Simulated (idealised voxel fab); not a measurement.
Process module under the name voxel lift off
Pictured: cross-section cut, 165 nm wide, on a grid of 5 nm square cells.
Just so we're on the same page, the cross-sections are grids of square cells, and they're listed out in bands top to bottom, each band one or more rows deep.
Within each band entry, the heights of the top and of the bottom of the band appear first, in that order and in nm; the materials of the band then follow from left to right, each with its corresponding width in nm. The designation "everywhere" on a single material indicates that it fills the band from edge to edge; the designation "empty" indicates empty space.
We count height from 0. Below that, the starting wafer is all one material. The lowest band never ends at the bottom but goes on down; see "0 -> down" for how that is written.
Top row gets the first number, bottom row gets the second, and each row in between changes by the same step: that is how a band width like "30->40" works.
For the purposes of this document, the phrase "nothing altered" attached to a step denotes that no cell within the cross-section was modified by that step.
Listed in "Trapped voids": every empty space of 8 or more cells without an open way to the top. Form: width x height at distance, the distance being from the left edge, all in nm.
The remark found on a step's line after its settings is issued by the simulator itself and pertains to that step.
overlay nm: mask offset rightward from planned place, masked step; negative means leftward offset.
Below is the list of planned process steps:
1 RECEIVE (material Si)
2 CONFORMAL_DEP (material SiO2; thk nm 15)
3 PATTERN (tone open; mask id LINES; material resist; width nm 30; pitch nm 45; thk nm 25; overlay nm 0)
4 DIRECTIONAL_DEP (material Ru; thk nm 10)
5 STRIP (etch materials resist)
6 CONFORMAL_DEP (material SiO2; thk nm 10)
Cross-section: wafer on arrival = after step 1:
- 0 -> down: Si everywhere
- Trapped voids: none
Cross-sectional view of the first of the two wafers upon completion of the module, processed in accordance with the plan:
- 35 -> 25: empty: 10; SiO2: 140; empty: 15
- 25 -> 15: SiO2: 20; Ru: 30; SiO2: 15; Ru: 30; SiO2: 15; Ru: 30; SiO2: 25
- 15 -> 0: SiO2 everywhere
- 0 -> down: Si everywhere
- Trapped voids: none
Here is the second of the two wafers cut open at the end of the module - same start, same plan as the first one, but we made one mistake running it:
- 25 -> 15: empty: 20; Ru: 30; empty: 15; Ru: 30; empty: 15; Ru: 30; empty: 25
- 15 -> 0: SiO2 everywhere
- 0 -> down: Si everywhere
- Trapped voids: none
Nonconformance to the process plan: the run left out plan step 6 entirely, so it was never executed
Per the end-of-run cell counts, the second wafer holds more or fewer of some materials than the first: -86 SiO2
